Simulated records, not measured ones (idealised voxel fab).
This is a process module. Its name is voxel capacitor over wiring.
Cross-section cut spans 155 nm and uses square cells 5 nm in size.
In what follows, cross-sections appear as grids of square cells, described through bands that run from the top down, where every band is one or more rows of cells.
Band: top height; bottom height; in nm. Then, left to right: material with width in nm, for each material. "edge to edge": a single material spanning edge to edge. "air": empty space.
It should be noted that heights are counted from 0, beneath which the wafer as supplied is of one material throughout, and that the lowest band possesses no lower boundary but continues downward, as written in "0 -> down".
The notation "30..40" denotes a width that varies across the rows of cells in the band, beginning at the first number in the top row, finishing at the second number in the bottom row, and changing by an identical amount from each row to the next.
You'll sometimes find "same as before" written for a step, and that's the way of saying that nowhere in the cross-section did a cell change during that step.
Heads up: "Sealed cavities" only lists the empty pockets with no open path to the top that are 8 cells or more, and it writes them as width x height at distance, distance from the left edge, in nm.
Step line, after settings: the simulator's comment on this step.
A step's line can hold "overlay nm"; with a mask on that step, the setting says how far right of the planned place the mask lay, while a negative setting says it lay to the left.

## Process steps (planned)
- 1: RECEIVE (material Si)
- 2: CONFORMAL_DEP (material SiO2; thk nm 10)
- 3: DIRECTIONAL_DEP (material TiN; thk nm 5)
- 4: DIRECTIONAL_DEP (material Ru; thk nm 25)
- 5: MASKED_ETCH (tone cover; mask id METAL_1; width nm 30; pitch nm 85; etch materials Ru; depth nm 25; overlay nm 0)
- 6: MASKED_ETCH (tone cover; mask id METAL_1; width nm 30; pitch nm 85; etch materials TiN; depth nm 5; overlay nm 0)
- 7: CONFORMAL_DEP (material SiN; thk nm 5)
- 8: FILL_DEP (material lowk; thk nm 5)
- 9: CMP (height nm 40)
- 10: CONFORMAL_DEP (material SiCN; thk nm 5)
- 11: DIRECTIONAL_DEP (material SiO2; thk nm 20)
- 12: PATTERN (tone open; mask id PLUG_1; material resist; width nm 15; thk nm 20; overlay nm 0)
- 13: DIRECTIONAL_ETCH (etch materials SiO2; depth nm 20)
- 14: DIRECTIONAL_ETCH (etch materials SiCN; depth nm 5)
- 15: STRIP (etch materials resist)
- 16: EPI (material Ru; thk nm 10)
- 17: EPI (material Ru; thk nm 10)
- 18: EPI (material Ru; thk nm 5)
- 19: DIRECTIONAL_DEP (material TiN; thk nm 10)
- 20: DIRECTIONAL_DEP (material Al2O3; thk nm 5)
- 21: DIRECTIONAL_DEP (material TiN; thk nm 10)
- 22: MASKED_ETCH (tone cover; mask id UPPER_PLATE; width nm 60; etch materials TiN; depth nm 10; overlay nm 0)
- 23: MASKED_ETCH (tone cover; mask id UPPER_PLATE; width nm 60; etch materials Al2O3; depth nm 5; overlay nm 0)
- 24: MASKED_ETCH (tone cover; mask id LOWER_PLATE; width nm 70; etch materials TiN; depth nm 10; overlay nm 0)
- 25: FILL_DEP (material SiO2; thk nm 15)
- 26: CMP (height nm 100)
- 27: MASKED_ETCH (tone open; mask id PLUG_2; width nm 15; etch materials SiO2; depth nm 10; overlay nm 0)
- 28: CONFORMAL_DEP (material TiN; thk nm 5)
- 29: FILL_DEP (material Cu; thk nm 10)
- 30: CMP (height nm 100)
- 31: CONFORMAL_DEP (material SiCN; thk nm 5)

## Cross-sectional view of the wafer in its as-received condition, corresponding to the state after step 1
- 0 -> down: Si edge to edge
- Sealed cavities: none

## Cross-section, end of module. Start: as above. Plan: as above. Execution: one mistake
- 105 -> 100: SiCN edge to edge
- 100 -> 95: Cu edge to edge
- 95 -> 90: TiN edge to edge
- 90 -> 80: SiO2: 35 | TiN: 60 | SiO2: 60
- 80 -> 75: SiO2: 35 | Al2O3: 60 | SiO2: 60
- 75 -> 65: SiO2: 30 | TiN: 70 | SiO2: 55
- 65 -> 45: SiO2: 35 | Ru: 15 | SiO2: 105
- 45 -> 40: SiCN: 35 | Ru: 15 | SiCN: 105
- 40 -> 15: lowk: 15 | SiN: 5 | Ru: 30 | SiN: 5 | lowk: 45 | SiN: 5 | Ru: 30 | SiN: 5 | lowk: 15
- 15 -> 10: SiN: 20 | TiN: 30 | SiN: 55 | TiN: 30 | SiN: 20
- 10 -> 0: SiO2 edge to edge
- 0 -> down: Si edge to edge
- Sealed cavities: none
What was done differently from what was planned? step 26 did not use the planned setting and instead ran as CMP (height nm 90)
